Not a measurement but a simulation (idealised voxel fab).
The name of this process module is voxel transistor to metal.
Square cells of 5 nm make up the cross-section cut, whose width is 205 nm.
Bands, listed from the top down, are how a cross-section gets written in this document; the cross-section itself is a grid of square cells, and a band is one or more rows of them. The entry gives the band's vertical extent as a top height and a bottom height in nm, then its horizontal make-up as materials from left to right, each with a width in nm. "empty" stands for empty space; a single material marked "everywhere" fills the band edge to edge. The reference from which all heights are counted is 0, the level beneath which the as-received wafer is entirely one material; the lowest band, having no lower bound, proceeds downward and is written after the example "0 nm and below". You'd read "30->40" like this: the band's top row of cells is as wide as the first number, its bottom row is as wide as the second, and going down, every row changes width by the same amount as the row before did. "nothing got changed" (step): cross-section cells unchanged, all of them. Reported under the label "Unvented internal voids" are the empty spaces having no open way to the top and comprising 8 cells or more; the notation for each is width x height at distance, in which the distance is measured from the left edge and all three values are in nm. If you see something after the settings on a step's line, that's the simulator's own remark about that step. The line of a step may include "overlay nm". On a step with a mask, this value is how far to the right of its planned place the mask lay. A negative value means the mask lay to the left. Quick note on how to read the rest: it's all pairs. You get the cross-section before a process step and the one after, but the after one only goes down as far as the lowest band that changed. The step in between, with its settings, sits under the pair. Heads up, the pairs can come from different runs of this module on the same starting wafer, so don't assume a pair picks up from the one above unless its "Prior to processing" entry says it does.
# Prior to processing
    0 nm and below  Si everywhere
    Unvented internal voids: none
# Post-Step Section View
    5 nm to 0 nm  SiO2 everywhere
    Note: structure below 0 unchanged.
    Unvented internal voids: none
The before and after cross-sections above differ by one step: CONFORMAL_DEP,material SiO2,thk nm 5
Prior to processing: equal to the after panel directly above.
# Post-Step Section View
    20 nm to 5 nm  SiN everywhere
    Note: structure below 5 unchanged.
    Unvented internal voids: none
The before and after cross-sections above differ by one step: CONFORMAL_DEP,material SiN,thk nm 15
Prior to processing: equal to the after panel directly above.
# Post-Step Section View
    20 nm to 5 nm  45 empty, then 115 SiN, then 45 empty
    Note: structure below 5 unchanged.
    Unvented internal voids: none
The before and after cross-sections above differ by one step: MASKED_ETCH,tone cover,mask id ACTIVE,width nm 115,etch materials SiN,depth nm 15,overlay nm 0
Prior to processing: equal to the after panel directly above.
# Post-Step Section View
    20 nm to 5 nm  45 empty, then 115 SiN, then 45 empty
    5 nm to 0 nm  45 empty, then 115 SiO2, then 45 empty
    Note: structure below 0 unchanged.
    Unvented internal voids: none
The before and after cross-sections above differ by one step: MASKED_ETCH,tone cover,mask id ACTIVE,width nm 115,etch materials SiO2,depth nm 5,overlay nm 0
Prior to processing: equal to the after panel directly above.
# Post-Step Section View
    20 nm to 5 nm  45 empty, then 115 SiN, then 45 empty
    5 nm to 0 nm  45 empty, then 115 SiO2, then 45 empty
    0 nm to -30 nm  45 empty, then 115 Si, then 45 empty
    Note: structure below -30 unchanged.
    Unvented internal voids: none
The before and after cross-sections above differ by one step: MASKED_ETCH,tone cover,mask id ACTIVE,width nm 115,etch materials Si,depth nm 30,overlay nm 0
Prior to processing: equal to the after panel directly above.
# Post-Step Section View
    20 nm to 5 nm  45 empty, then 115 SiN, then 45 empty
    5 nm to 0 nm  45 empty, then 115 SiO2, then 45 empty
    0 nm to -30 nm  45 empty, then 5 SiO2, then 105 Si, then 5 SiO2, then 45 empty
    -30 nm to -35 nm  50 SiO2, then 105 Si, then 50 SiO2
    Note: structure below -35 unchanged.
    Unvented internal voids: none
The before and after cross-sections above differ by one step: OXIDIZE,depth nm 5
Prior to processing: equal to the after panel directly above.
# Post-Step Section View
    35 nm to 20 nm  SiO2 everywhere
    20 nm to 5 nm  45 SiO2, then 115 SiN, then 45 SiO2
    5 nm to 0 nm  SiO2 everywhere
    0 nm to -35 nm  50 SiO2, then 105 Si, then 50 SiO2
    Note: structure below -35 unchanged.
    Unvented internal voids: none
The before and after cross-sections above differ by one step: FILL_DEP,material SiO2,thk nm 15
Prior to processing: equal to the after panel directly above.
# Post-Step Section View
    20 nm to 5 nm  45 SiO2, then 115 SiN, then 45 SiO2
    Note: structure below 5 unchanged.
    Unvented internal voids: none
The before and after cross-sections above differ by one step: CMP,height nm 20
Prior to processing: equal to the after panel directly above.
# Post-Step Section View
    20 nm to 15 nm  45 empty, then 115 SiN, then 45 empty
    Note: structure below 15 unchanged.
    Unvented internal voids: none
The before and after cross-sections above differ by one step: SELECTIVE_ETCH,etch materials SiO2,depth nm 5
Prior to processing: equal to the after panel directly above.
# Post-Step Section View
    15 nm to 5 nm  45 SiO2, then 115 empty, then 45 SiO2
    Note: structure below 5 unchanged.
    Unvented internal voids: none
The before and after cross-sections above differ by one step: STRIP,etch materials SiN
Prior to processing: equal to the after panel directly above.
# Post-Step Section View
    10 nm to 0 nm  40 SiO2, then 125 empty, then 40 SiO2
    Note: structure below 0 unchanged.
    Unvented internal voids: none
The before and after cross-sections above differ by one step: SELECTIVE_ETCH,etch materials SiO2,depth nm 5
Prior to processing: equal to the after panel directly above.
# Post-Step Section View
    10 nm to 0 nm  40 SiO2, then 125 empty, then 40 SiO2
    0 nm to -5 nm  SiO2 everywhere
    Note: structure below -5 unchanged.
    Unvented internal voids: none
The before and after cross-sections above differ by one step: OXIDIZE,depth nm 5
Prior to processing: equal to the after panel directly above.
# Post-Step Section View
    40 nm to 30 nm  40 polySi, then 125 empty, then 40 polySi
    30 nm to 10 nm  polySi everywhere
    10 nm to 0 nm  40 SiO2, then 125 polySi, then 40 SiO2
    Note: structure below 0 unchanged.
    Unvented internal voids: none
The before and after cross-sections above differ by one step: DIRECTIONAL_DEP,material polySi,thk nm 30
Prior to processing: equal to the after panel directly above.
# Post-Step Section View
    50 nm to 40 nm  40 SiCN, then 125 empty, then 40 SiCN
    40 nm to 30 nm  40 polySi, then 125 SiCN, then 40 polySi
    Note: structure below 30 unchanged.
    Unvented internal voids: none
The before and after cross-sections above differ by one step: DIRECTIONAL_DEP,material SiCN,thk nm 10
Prior to processing: equal to the after panel directly above.
# Post-Step Section View
    40 nm to 30 nm  40 polySi, then 50 empty, then 25 SiCN, then 50 empty, then 40 polySi
    Note: structure below 30 unchanged.
    Unvented internal voids: none
The before and after cross-sections above differ by one step: MASKED_ETCH,tone cover,mask id GATE,width nm 25,etch materials SiCN,depth nm 20,overlay nm 0
Prior to processing: equal to the after panel directly above.
# Post-Step Section View
    40 nm to 30 nm  90 empty, then 25 SiCN, then 90 empty
    30 nm to 10 nm  90 empty, then 25 polySi, then 90 empty
    10 nm to 0 nm  40 SiO2, then 50 empty, then 25 polySi, then 50 empty, then 40 SiO2
    Note: structure below 0 unchanged.
    Unvented internal voids: none
The before and after cross-sections above differ by one step: MASKED_ETCH,tone cover,mask id GATE,width nm 25,etch materials polySi,depth nm 40,overlay nm 0
Prior to processing: equal to the after panel directly above.
# Post-Step Section View
    50 nm to 40 nm  80 empty, then 45 SiN, then 80 empty
    40 nm to 30 nm  80 empty, then 10 SiN, then 25 SiCN, then 10 SiN, then 80 empty
    30 nm to 20 nm  80 empty, then 10 SiN, then 25 polySi, then 10 SiN, then 80 empty
    20 nm to 10 nm  50 SiN, then 30 empty, then 10 SiN, then 25 polySi, then 10 SiN, then 30 empty, then 50 SiN
    10 nm to 0 nm  40 SiO2, then 50 SiN, then 25 polySi, then 50 SiN, then 40 SiO2
    Note: structure below 0 unchanged.
    Unvented internal voids: none
The before and after cross-sections above differ by one step: CONFORMAL_DEP,material SiN,thk nm 10
Prior to processing: equal to the after panel directly above.
# Post-Step Section View
    40 nm to 30 nm  80 empty, then 10 SiN, then 25 SiCN, then 10 SiN, then 80 empty
    30 nm to 10 nm  80 empty, then 10 SiN, then 25 polySi, then 10 SiN, then 80 empty
    10 nm to 0 nm  40 SiO2, then 10 SiN, then 30 empty, then 10 SiN, then 25 polySi, then 10 SiN, then 30 empty, then 10 SiN, then 40 SiO2
    Note: structure below 0 unchanged.
    Unvented internal voids: none
The before and after cross-sections above differ by one step: DIRECTIONAL_ETCH,etch materials SiN,depth nm 10
Prior to processing: equal to the after panel directly above.
# Post-Step Section View
    40 nm to 30 nm  80 empty, then 10 SiN, then 25 SiCN, then 10 SiN, then 80 empty
    30 nm to 10 nm  80 empty, then 10 SiN, then 25 polySi, then 10 SiN, then 80 empty
    10 nm to 5 nm  40 empty, then 10 SiN, then 30 empty, then 10 SiN, then 25 polySi, then 10 SiN, then 30 empty, then 10 SiN, then 40 empty
    5 nm to 0 nm  40 SiO2, then 10 SiN, then 30 empty, then 10 SiN, then 25 polySi, then 10 SiN, then 30 empty, then 10 SiN, then 40 SiO2
    0 nm to -5 nm  50 SiO2, then 30 empty, then 45 SiO2, then 30 empty, then 50 SiO2
    Note: structure below -5 unchanged.
    Unvented internal voids: none
The before and after cross-sections above differ by one step: DIRECTIONAL_ETCH,etch materials SiO2,depth nm 5
Prior to processing: equal to the after panel directly above.
# Post-Step Section View
    40 nm to 30 nm  80 empty, then 10 SiN, then 25 SiCN, then 10 SiN, then 80 empty
    30 nm to 10 nm  80 empty, then 10 SiN, then 25 polySi, then 10 SiN, then 80 empty
    10 nm to 5 nm  40 empty, then 10 SiN, then 30 empty, then 10 SiN, then 25 polySi, then 10 SiN, then 30 empty, then 10 SiN, then 40 empty
    5 nm to 0 nm  40 SiO2, then 10 SiN, then 30 empty, then 10 SiN, then 25 polySi, then 10 SiN, then 30 empty, then 10 SiN, then 40 SiO2
    0 nm to -5 nm  50 SiO2, then 30 empty, then 45 SiO2, then 30 empty, then 50 SiO2
    -5 nm to -10 nm  50 SiO2, then 30 empty, then 45 Si, then 30 empty, then 50 SiO2
    Note: structure below -10 unchanged.
    Unvented internal voids: none
The before and after cross-sections above differ by one step: DIRECTIONAL_ETCH,etch materials Si,depth nm 5
Prior to processing: equal to the after panel directly above.
# Post-Step Section View
    40 nm to 30 nm  80 empty, then 10 SiN, then 25 SiCN, then 10 SiN, then 80 empty
    30 nm to 10 nm  80 empty, then 10 SiN, then 25 polySi, then 10 SiN, then 80 empty
    10 nm to 5 nm  40 empty, then 10 SiN, then 30 empty, then 10 SiN, then 25 polySi, then 10 SiN, then 30 empty, then 10 SiN, then 40 empty
    5 nm to 0 nm  40 SiO2, then 10 SiN, then 30 empty, then 10 SiN, then 25 polySi, then 10 SiN, then 30 empty, then 10 SiN, then 40 SiO2
    0 nm to -5 nm  50 SiO2, then 25 empty, then 5 SiGe, then 45 SiO2, then 5 SiGe, then 25 empty, then 50 SiO2
    -5 nm to -10 nm  50 SiO2, then 30 SiGe, then 45 Si, then 30 SiGe, then 50 SiO2
    Note: structure below -10 unchanged.
    Unvented internal voids: none
The before and after cross-sections above differ by one step: EPI,material SiGe,thk nm 5
Prior to processing: equal to the after panel directly above.
# Post-Step Section View
    45 nm to 40 nm  SiO2 everywhere
    40 nm to 30 nm  80 SiO2, then 10 SiN, then 25 SiCN, then 10 SiN, then 80 SiO2
    30 nm to 10 nm  80 SiO2, then 10 SiN, then 25 polySi, then 10 SiN, then 80 SiO2
    10 nm to 0 nm  40 SiO2, then 10 SiN, then 30 SiO2, then 10 SiN, then 25 polySi, then 10 SiN, then 30 SiO2, then 10 SiN, then 40 SiO2
    0 nm to -5 nm  75 SiO2, then 5 SiGe, then 45 SiO2, then 5 SiGe, then 75 SiO2
    Note: structure below -5 unchanged.
    Unvented internal voids: none
The before and after cross-sections above differ by one step: FILL_DEP,material SiO2,thk nm 5
Prior to processing: equal to the after panel directly above.
# Post-Step Section View
    40 nm to 30 nm  80 SiO2, then 10 SiN, then 25 SiCN, then 10 SiN, then 80 SiO2
    Note: structure below 30 unchanged.
    Unvented internal voids: none
The before and after cross-sections above differ by one step: CMP,height nm 40
Prior to processing: equal to the after panel directly above.
# Post-Step Section View
    55 nm to 40 nm  SiO2 everywhere
    Note: structure below 40 unchanged.
    Unvented internal voids: none
The before and after cross-sections above differ by one step: DIRECTIONAL_DEP,material SiO2,thk nm 15
Prior to processing: equal to the after panel directly above.
# Post-Step Section View
    65 nm to 55 nm  aC everywhere
    Note: structure below 55 unchanged.
    Unvented internal voids: none
The before and after cross-sections above differ by one step: DIRECTIONAL_DEP,material aC,thk nm 10
Prior to processing: equal to the after panel directly above.
# Post-Step Section View
    95 nm to 65 nm  50 resist, then 20 empty, then 65 resist, then 20 empty, then 50 resist
    Note: structure below 65 unchanged.
    Unvented internal voids: none
The before and after cross-sections above differ by one step: PATTERN,tone open,mask id CONTACT,material resist,width nm 20,pitch nm 85,thk nm 30,overlay nm 0
Prior to processing: equal to the after panel directly above.
# Post-Step Section View
    85 nm to 65 nm  50 resist, then 20 empty, then 65 resist, then 20 empty, then 50 resist
    65 nm to 55 nm  50 aC, then 20 empty, then 65 aC, then 20 empty, then 50 aC
    Note: structure below 55 unchanged.
    Unvented internal voids: none
The before and after cross-sections above differ by one step: DIRECTIONAL_ETCH,etch materials aC,depth nm 10
Prior to processing: equal to the after panel directly above.
# Post-Step Section View
    65 nm to 55 nm  50 aC, then 20 empty, then 65 aC, then 20 empty, then 50 aC
    Note: structure below 55 unchanged.
    Unvented internal voids: none
The before and after cross-sections above differ by one step: STRIP,etch materials resist
Prior to processing: equal to the after panel directly above.
# Post-Step Section View
    65 nm to 55 nm  50 aC, then 20 empty, then 65 aC, then 20 empty, then 50 aC
    55 nm to 40 nm  50 SiO2, then 20 empty, then 65 SiO2, then 20 empty, then 50 SiO2
    40 nm to 30 nm  50 SiO2, then 20 empty, then 10 SiO2, then 10 SiN, then 25 SiCN, then 10 SiN, then 10 SiO2, then 20 empty, then 50 SiO2
    30 nm to 10 nm  50 SiO2, then 20 empty, then 10 SiO2, then 10 SiN, then 25 polySi, then 10 SiN, then 10 SiO2, then 20 empty, then 50 SiO2
    10 nm to 0 nm  40 SiO2, then 10 SiN, then 20 empty, then 10 SiO2, then 10 SiN, then 25 polySi, then 10 SiN, then 10 SiO2, then 20 empty, then 10 SiN, then 40 SiO2
    0 nm to -5 nm  50 SiO2, then 20 empty, then 5 SiO2, then 5 SiGe, then 45 SiO2, then 5 SiGe, then 5 SiO2, then 20 empty, then 50 SiO2
    Note: structure below -5 unchanged.
    Unvented internal voids: none
The before and after cross-sections above differ by one step: DIRECTIONAL_ETCH,etch materials SiO2,depth nm 60
Prior to processing: equal to the after panel directly above.
# Post-Step Section View
    55 nm to 40 nm  50 SiO2, then 20 empty, then 65 SiO2, then 20 empty, then 50 SiO2
    Note: structure below 40 unchanged.
    Unvented internal voids: none
The before and after cross-sections above differ by one step: STRIP,etch materials aC
Prior to processing: equal to the after panel directly above.
# Post-Step Section View
    60 nm to 55 nm  55 TiN, then 10 empty, then 75 TiN, then 10 empty, then 55 TiN
    55 nm to 40 nm  50 SiO2, then 5 TiN, then 10 empty, then 5 TiN, then 65 SiO2, then 5 TiN, then 10 empty, then 5 TiN, then 50 SiO2
    40 nm to 30 nm  50 SiO2, then 5 TiN, then 10 empty, then 5 TiN, then 10 SiO2, then 10 SiN, then 25 SiCN, then 10 SiN, then 10 SiO2, then 5 TiN, then 10 empty, then 5 TiN, then 50 SiO2
    30 nm to 10 nm  50 SiO2, then 5 TiN, then 10 empty, then 5 TiN, then 10 SiO2, then 10 SiN, then 25 polySi, then 10 SiN, then 10 SiO2, then 5 TiN, then 10 empty, then 5 TiN, then 50 SiO2
    10 nm to 0 nm  40 SiO2, then 10 SiN, then 5 TiN, then 10 empty, then 5 TiN, then 10 SiO2, then 10 SiN, then 25 polySi, then 10 SiN, then 10 SiO2, then 5 TiN, then 10 empty, then 5 TiN, then 10 SiN, then 40 SiO2
    0 nm to -5 nm  50 SiO2, then 20 TiN, then 5 SiO2, then 5 SiGe, then 45 SiO2, then 5 SiGe, then 5 SiO2, then 20 TiN, then 50 SiO2
    Note: structure below -5 unchanged.
    Unvented internal voids: none
The before and after cross-sections above differ by one step: CONFORMAL_DEP,material TiN,thk nm 5
Prior to processing: equal to the after panel directly above.
# Post-Step Section View
    65 nm to 60 nm  W everywhere
    60 nm to 55 nm  55 TiN, then 10 W, then 75 TiN, then 10 W, then 55 TiN
    55 nm to 40 nm  50 SiO2, then 5 TiN, then 10 W, then 5 TiN, then 65 SiO2, then 5 TiN, then 10 W, then 5 TiN, then 50 SiO2
    40 nm to 30 nm  50 SiO2, then 5 TiN, then 10 W, then 5 TiN, then 10 SiO2, then 10 SiN, then 25 SiCN, then 10 SiN, then 10 SiO2, then 5 TiN, then 10 W, then 5 TiN, then 50 SiO2
    30 nm to 10 nm  50 SiO2, then 5 TiN, then 10 W, then 5 TiN, then 10 SiO2, then 10 SiN, then 25 polySi, then 10 SiN, then 10 SiO2, then 5 TiN, then 10 W, then 5 TiN, then 50 SiO2
    10 nm to 0 nm  40 SiO2, then 10 SiN, then 5 TiN, then 10 W, then 5 TiN, then 10 SiO2, then 10 SiN, then 25 polySi, then 10 SiN, then 10 SiO2, then 5 TiN, then 10 W, then 5 TiN, then 10 SiN, then 40 SiO2
    Note: structure below 0 unchanged.
    Unvented internal voids: none
The before and after cross-sections above differ by one step: FILL_DEP,material W,thk nm 5
Prior to processing: equal to the after panel directly above.
# Post-Step Section View
    55 nm to 40 nm  50 SiO2, then 5 TiN, then 10 W, then 5 TiN, then 65 SiO2, then 5 TiN, then 10 W, then 5 TiN, then 50 SiO2
    Note: structure below 40 unchanged.
    Unvented internal voids: none
The before and after cross-sections above differ by one step: CMP,height nm 55
Prior to processing: equal to the after panel directly above.
# Post-Step Section View
    60 nm to 55 nm  TiN everywhere
    Note: structure below 55 unchanged.
    Unvented internal voids: none
The before and after cross-sections above differ by one step: DIRECTIONAL_DEP,material TiN,thk nm 5
Prior to processing: equal to the after panel directly above.
# Post-Step Section View
    85 nm to 60 nm  W everywhere
    Note: structure below 60 unchanged.
    Unvented internal voids: none
The before and after cross-sections above differ by one step: DIRECTIONAL_DEP,material W,thk nm 25
Prior to processing: equal to the after panel directly above.
# Post-Step Section View
    85 nm to 60 nm  50 empty, then 20 W, then 65 empty, then 20 W, then 50 empty
    Note: structure below 60 unchanged.
    Unvented internal voids: none
The before and after cross-sections above differ by one step: MASKED_ETCH,tone cover,mask id METAL_1,width nm 20,pitch nm 85,etch materials W,depth nm 25,overlay nm 0
Prior to processing: equal to the after panel directly above.
# Post-Step Section View
    85 nm to 60 nm  50 empty, then 20 W, then 65 empty, then 20 W, then 50 empty
    60 nm to 55 nm  50 empty, then 20 TiN, then 65 empty, then 20 TiN, then 50 empty
    Note: structure below 55 unchanged.
    Unvented internal voids: none
The before and after cross-sections above differ by one step: MASKED_ETCH,tone cover,mask id METAL_1,width nm 20,pitch nm 85,etch materials TiN,depth nm 5,overlay nm 0
Prior to processing: equal to the after panel directly above.
# Post-Step Section View
    95 nm to 85 nm  lowk everywhere
    85 nm to 60 nm  50 lowk, then 20 W, then 65 lowk, then 20 W, then 50 lowk
    60 nm to 55 nm  50 lowk, then 20 TiN, then 65 lowk, then 20 TiN, then 50 lowk
    Note: structure below 55 unchanged.
    Unvented internal voids: none
The before and after cross-sections above differ by one step: FILL_DEP,material lowk,thk nm 10
Prior to processing: equal to the after panel directly above.
# Post-Step Section View
    85 nm to 60 nm  50 lowk, then 20 W, then 65 lowk, then 20 W, then 50 lowk
    Note: structure below 60 unchanged.
    Unvented internal voids: none
The before and after cross-sections above differ by one step: CMP,height nm 85
Prior to processing: equal to the after panel directly above.
# Post-Step Section View
    90 nm to 85 nm  SiCN everywhere
    Note: structure below 85 unchanged.
    Unvented internal voids: none
The before and after cross-sections above differ by one step: CONFORMAL_DEP,material SiCN,thk nm 5
Prior to processing: equal to the after panel directly above.
# Post-Step Section View
    115 nm to 90 nm  SiO2 everywhere
    Note: structure below 90 unchanged.
    Unvented internal voids: none
The before and after cross-sections above differ by one step: DIRECTIONAL_DEP,material SiO2,thk nm 25
Prior to processing: equal to the after panel directly above.
# Post-Step Section View
    130 nm to 115 nm  aC everywhere
    Note: structure below 115 unchanged.
    Unvented internal voids: none
The before and after cross-sections above differ by one step: DIRECTIONAL_DEP,material aC,thk nm 15
Prior to processing: equal to the after panel directly above.
# Post-Step Section View
    160 nm to 130 nm  50 resist, then 20 empty, then 65 resist, then 20 empty, then 50 resist
    Note: structure below 130 unchanged.
    Unvented internal voids: none
The before and after cross-sections above differ by one step: PATTERN,tone open,mask id METAL_2,material resist,width nm 20,pitch nm 85,thk nm 30,overlay nm 0
Prior to processing: equal to the after panel directly above.
# Post-Step Section View
    145 nm to 130 nm  50 resist, then 20 empty, then 65 resist, then 20 empty, then 50 resist
    130 nm to 115 nm  50 aC, then 20 empty, then 65 aC, then 20 empty, then 50 aC
    Note: structure below 115 unchanged.
    Unvented internal voids: none
The before and after cross-sections above differ by one step: DIRECTIONAL_ETCH,etch materials aC,depth nm 15
Prior to processing: equal to the after panel directly above.
# Post-Step Section View
    130 nm to 115 nm  50 aC, then 20 empty, then 65 aC, then 20 empty, then 50 aC
    Note: structure below 115 unchanged.
    Unvented internal voids: none
The before and after cross-sections above differ by one step: STRIP,etch materials resist
Prior to processing: equal to the after panel directly above.
# Post-Step Section View
    130 nm to 115 nm  50 aC, then 20 empty, then 65 aC, then 20 empty, then 50 aC
    115 nm to 100 nm  50 SiO2, then 20 empty, then 65 SiO2, then 20 empty, then 50 SiO2
    Note: structure below 100 unchanged.
    Unvented internal voids: none
The before and after cross-sections above differ by one step: DIRECTIONAL_ETCH,etch materials SiO2,depth nm 15
Prior to processing: equal to the after panel directly above.
# Post-Step Section View
    115 nm to 100 nm  50 SiO2, then 20 empty, then 65 SiO2, then 20 empty, then 50 SiO2
    Note: structure below 100 unchanged.
    Unvented internal voids: none
The before and after cross-sections above differ by one step: STRIP,etch materials aC
Prior to processing: equal to the after panel directly above.
# Post-Step Section View
    130 nm to 115 nm  50 aC, then 20 empty, then 65 aC, then 20 empty, then 50 aC
    115 nm to 100 nm  50 SiO2, then 20 aC, then 65 SiO2, then 20 aC, then 50 SiO2
    Note: structure below 100 unchanged.
    Unvented internal voids: none
The before and after cross-sections above differ by one step: DIRECTIONAL_DEP,material aC,thk nm 15
Prior to processing: equal to the after panel directly above.
# Post-Step Section View
    160 nm to 130 nm  50 resist, then 15 empty, then 70 resist, then 15 empty, then 55 resist
    130 nm to 115 nm  50 aC, then 15 empty, then 5 resist, then 65 aC, then 15 empty, then 5 resist, then 50 aC
    Note: structure below 115 unchanged.
    Unvented internal voids: none
The before and after cross-sections above differ by one step: PATTERN,tone open,mask id METAL_2_HOLES,material resist,width nm 15,pitch nm 85,thk nm 30,overlay nm 0
Prior to processing: equal to the after panel directly above.
# Post-Step Section View
    145 nm to 130 nm  50 resist, then 15 empty, then 70 resist, then 15 empty, then 55 resist
    130 nm to 115 nm  50 aC, then 15 empty, then 5 resist, then 65 aC, then 15 empty, then 5 resist, then 50 aC
    115 nm to 100 nm  50 SiO2, then 15 empty, then 5 aC, then 65 SiO2, then 15 empty, then 5 aC, then 50 SiO2
    Note: structure below 100 unchanged.
    Unvented internal voids: none
The before and after cross-sections above differ by one step: DIRECTIONAL_ETCH,etch materials aC,depth nm 15
Prior to processing: equal to the after panel directly above.
# Post-Step Section View
    130 nm to 115 nm  50 aC, then 20 empty, then 65 aC, then 20 empty, then 50 aC
    Note: structure below 115 unchanged.
    Unvented internal voids: none
The before and after cross-sections above differ by one step: STRIP,etch materials resist
Prior to processing: equal to the after panel directly above.
# Post-Step Section View
    130 nm to 115 nm  50 aC, then 20 empty, then 65 aC, then 20 empty, then 50 aC
    115 nm to 100 nm  50 SiO2, then 15 empty, then 5 aC, then 65 SiO2, then 15 empty, then 5 aC, then 50 SiO2
    100 nm to 90 nm  50 SiO2, then 15 empty, then 70 SiO2, then 15 empty, then 55 SiO2
    Note: structure below 90 unchanged.
    Unvented internal voids: none
The before and after cross-sections above differ by one step: DIRECTIONAL_ETCH,etch materials SiO2,depth nm 10
Prior to processing: equal to the after panel directly above.
# Post-Step Section View
    130 nm to 115 nm  50 aC, then 20 empty, then 65 aC, then 20 empty, then 50 aC
    115 nm to 100 nm  50 SiO2, then 15 empty, then 5 aC, then 65 SiO2, then 15 empty, then 5 aC, then 50 SiO2
    100 nm to 90 nm  50 SiO2, then 15 empty, then 70 SiO2, then 15 empty, then 55 SiO2
    90 nm to 85 nm  50 SiCN, then 15 empty, then 70 SiCN, then 15 empty, then 55 SiCN
    Note: structure below 85 unchanged.
    Unvented internal voids: none
The before and after cross-sections above differ by one step: DIRECTIONAL_ETCH,etch materials SiCN,depth nm 5
Prior to processing: equal to the after panel directly above.
# Post-Step Section View
    115 nm to 100 nm  50 SiO2, then 20 empty, then 65 SiO2, then 20 empty, then 50 SiO2
    Note: structure below 100 unchanged.
    Unvented internal voids: none
The before and after cross-sections above differ by one step: STRIP,etch materials aC
Prior to processing: equal to the after panel directly above.
# Post-Step Section View
    120 nm to 115 nm  55 TiN, then 10 empty, then 75 TiN, then 10 empty, then 55 TiN
    115 nm to 105 nm  50 SiO2, then 5 TiN, then 10 empty, then 5 TiN, then 65 SiO2, then 5 TiN, then 10 empty, then 5 TiN, then 50 SiO2
    105 nm to 100 nm  50 SiO2, then 5 TiN, then 5 empty, then 10 TiN, then 65 SiO2, then 5 TiN, then 5 empty, then 10 TiN, then 50 SiO2
    100 nm to 90 nm  50 SiO2, then 5 TiN, then 5 empty, then 5 TiN, then 70 SiO2, then 5 TiN, then 5 empty, then 5 TiN, then 55 SiO2
    90 nm to 85 nm  50 SiCN, then 15 TiN, then 70 SiCN, then 15 TiN, then 55 SiCN
    Note: structure below 85 unchanged.
    Unvented internal voids: none
The before and after cross-sections above differ by one step: CONFORMAL_DEP,material TiN,thk nm 5
Prior to processing: equal to the after panel directly above.
# Post-Step Section View
    130 nm to 120 nm  Ru everywhere
    120 nm to 115 nm  55 TiN, then 10 Ru, then 75 TiN, then 10 Ru, then 55 TiN
    115 nm to 105 nm  50 SiO2, then 5 TiN, then 10 Ru, then 5 TiN, then 65 SiO2, then 5 TiN, then 10 Ru, then 5 TiN, then 50 SiO2
    105 nm to 100 nm  50 SiO2, then 5 TiN, then 5 Ru, then 10 TiN, then 65 SiO2, then 5 TiN, then 5 Ru, then 10 TiN, then 50 SiO2
    100 nm to 90 nm  50 SiO2, then 5 TiN, then 5 Ru, then 5 TiN, then 70 SiO2, then 5 TiN, then 5 Ru, then 5 TiN, then 55 SiO2
    Note: structure below 90 unchanged.
    Unvented internal voids: none
The before and after cross-sections above differ by one step: FILL_DEP,material Ru,thk nm 10
Prior to processing: equal to the after panel directly above.
# Post-Step Section View
    115 nm to 105 nm  50 SiO2, then 5 TiN, then 10 Ru, then 5 TiN, then 65 SiO2, then 5 TiN, then 10 Ru, then 5 TiN, then 50 SiO2
    Note: structure below 105 unchanged.
    Unvented internal voids: none
The before and after cross-sections above differ by one step: CMP,height nm 115
Prior to processing: equal to the after panel directly above.
# Post-Step Section View
    120 nm to 115 nm  SiCN everywhere
    Note: structure below 115 unchanged.
    Unvented internal voids: none
The before and after cross-sections above differ by one step: CONFORMAL_DEP,material SiCN,thk nm 5
# Prior to processing
    0 nm and below  Si everywhere
    Unvented internal voids: none
# Post-Step Section View
    15 nm to 0 nm  SiN everywhere
    Note: structure below 0 unchanged.
    Unvented internal voids: none
The before and after cross-sections above differ by one step: CONFORMAL_DEP,material SiN,thk nm 15
Prior to processing: equal to the after panel directly above.
# Post-Step Section View
    15 nm to 0 nm  45 empty, then 115 SiN, then 45 empty
    Note: structure below 0 unchanged.
    Unvented internal voids: none
The before and after cross-sections above differ by one step: MASKED_ETCH,tone cover,mask id ACTIVE,width nm 115,etch materials SiN,depth nm 15,overlay nm 0
Prior to processing: equal to the after panel directly above.
# Post-Step Section View
    15 nm to 0 nm  45 empty, then 115 SiN, then 45 empty
    0 nm to -30 nm  45 empty, then 115 Si, then 45 empty
    Note: structure below -30 unchanged.
    Unvented internal voids: none
The before and after cross-sections above differ by one step: MASKED_ETCH,tone cover,mask id ACTIVE,width nm 115,etch materials Si,depth nm 30,overlay nm 0
Prior to processing: equal to the after panel directly above.
# Post-Step Section View
    15 nm to 0 nm  45 empty, then 115 SiN, then 45 empty
    0 nm to -30 nm  45 empty, then 5 SiO2, then 105 Si, then 5 SiO2, then 45 empty
    -30 nm to -35 nm  50 SiO2, then 105 Si, then 50 SiO2
    Note: structure below -35 unchanged.
    Unvented internal voids: none
The before and after cross-sections above differ by one step: OXIDIZE,depth nm 5
Prior to processing: equal to the after panel directly above.
# Post-Step Section View
    30 nm to 15 nm  SiO2 everywhere
    15 nm to 0 nm  45 SiO2, then 115 SiN, then 45 SiO2
    0 nm to -35 nm  50 SiO2, then 105 Si, then 50 SiO2
    Note: structure below -35 unchanged.
    Unvented internal voids: none
The before and after cross-sections above differ by one step: FILL_DEP,material SiO2,thk nm 15
Prior to processing: equal to the after panel directly above.
# Post-Step Section View
    20 nm to 15 nm  SiO2 everywhere
    Note: structure below 15 unchanged.
    Unvented internal voids: none
The before and after cross-sections above differ by one step: CMP,height nm 20
Prior to processing: equal to the after panel directly above.
# Post-Step Section View
    15 nm to 0 nm  45 SiO2, then 115 SiN, then 45 SiO2
    Note: structure below 0 unchanged.
    Unvented internal voids: none
The before and after cross-sections above differ by one step: SELECTIVE_ETCH,etch materials SiO2,depth nm 5
Prior to processing: equal to the after panel directly above.
# Post-Step Section View
    15 nm to 0 nm  45 SiO2, then 115 empty, then 45 SiO2
    Note: structure below 0 unchanged.
    Unvented internal voids: none
The before and after cross-sections above differ by one step: STRIP,etch materials SiN
Prior to processing: equal to the after panel directly above.
# Post-Step Section View
    10 nm to 0 nm  40 SiO2, then 125 empty, then 40 SiO2
    0 nm to -5 nm  40 SiO2, then 10 empty, then 105 Si, then 10 empty, then 40 SiO2
    Note: structure below -5 unchanged.
    Unvented internal voids: none
The before and after cross-sections above differ by one step: SELECTIVE_ETCH,etch materials SiO2,depth nm 5
Prior to processing: equal to the after panel directly above.
# Post-Step Section View
    10 nm to 0 nm  40 SiO2, then 125 empty, then 40 SiO2
    0 nm to -5 nm  40 SiO2, then 10 empty, then 105 SiO2, then 10 empty, then 40 SiO2
    -5 nm to -10 nm  55 SiO2, then 95 Si, then 55 SiO2
    Note: structure below -10 unchanged.
    Unvented internal voids: none
The before and after cross-sections above differ by one step: OXIDIZE,depth nm 5
